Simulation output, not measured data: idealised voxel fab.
process module | voxel tone inversion
cross-section cut | 225 nm wide | cells 5 nm
A cross-section is a grid of square cells, given in bands from the top down. A band is one or more rows of cells.
Each band's line starts with the height of the band's top and of its bottom, in nm. Then come its materials from left to right, each with its width in nm. One material with "throughout" fills the band from edge to edge. "air" is empty space.
Height 0 is the level under which the wafer as received is all one material. The lowest band goes on downwards, as in "0 down".
A width such as "30 to 40" changes by the same amount from each row of cells to the next, from the band's top row to its bottom row.
"no change" after a step means that no cell of the cross-section changed.
closed voids: empty space of 8 cells or more with no open way to the top, each as width x height at its distance from the left edge, in nm
after a step's settings: what the simulator itself notes on the step
overlay nm, on a step with a mask: how far to the right of its planned place the mask lay; to the left if negative
plan
1 op RECEIVE | material Si
2 op CONFORMAL_DEP | material SiCN | thk nm 10
3 op DIRECTIONAL_DEP | material aC | thk nm 15
4 op PATTERN | tone cover | mask id POSTS | material resist | width nm 20 | pitch nm 40 | thk nm 20 | overlay nm 0
5 op DIRECTIONAL_ETCH | etch materials aC | depth nm 15
6 op STRIP | etch materials resist
7 op FILL_DEP | material SiO2 | thk nm 10
8 op CMP | height nm 25
9 op STRIP | etch materials aC
10 op CONFORMAL_DEP | material TiN | thk nm 5
11 op FILL_DEP | material W | thk nm 10
12 op CMP | height nm 25
13 op CONFORMAL_DEP | material SiN | thk nm 5
as received, after step 1
  0 down: Si throughout
  closed voids: none
first wafer at the end, as planned
  30 to 25: SiN throughout
  25 to 15: SiO2 40 | TiN 5 | W 10 | TiN 5 | SiO2 20 | TiN 5 | W 10 | TiN 5 | SiO2 20 | TiN 5 | W 10 | TiN 5 | SiO2 20 | TiN 5 | W 10 | TiN 5 | SiO2 45
  15 to 10: SiO2 40 | TiN 20 | SiO2 20 | TiN 20 | SiO2 20 | TiN 20 | SiO2 20 | TiN 20 | SiO2 45
  10 to 0: SiCN throughout
  0 down: Si throughout
  closed voids: none
second wafer at the end: like start, like plan, one mistake
  30 to 25: SiN throughout
  25 to 15: W 35 | TiN 5 | SiO2 20 | TiN 5 | W 10 | TiN 5 | SiO2 20 | TiN 5 | W 10 | TiN 5 | SiO2 20 | TiN 5 | W 10 | TiN 5 | SiO2 20 | TiN 5 | W 40
  15 to 10: TiN 40 | SiO2 20 | TiN 20 | SiO2 20 | TiN 20 | SiO2 20 | TiN 20 | SiO2 20 | TiN 45
  10 to 0: SiCN throughout
  0 down: Si throughout
  closed voids: none
what went wrong: step 4 ran as: op PATTERN | tone open | mask id POSTS | material resist | width nm 20 | pitch nm 40 | thk nm 20 | overlay nm 0
at the end the second wafer has, in cells: 39 fewer of SiO2 | 13 more of TiN | 26 more of W
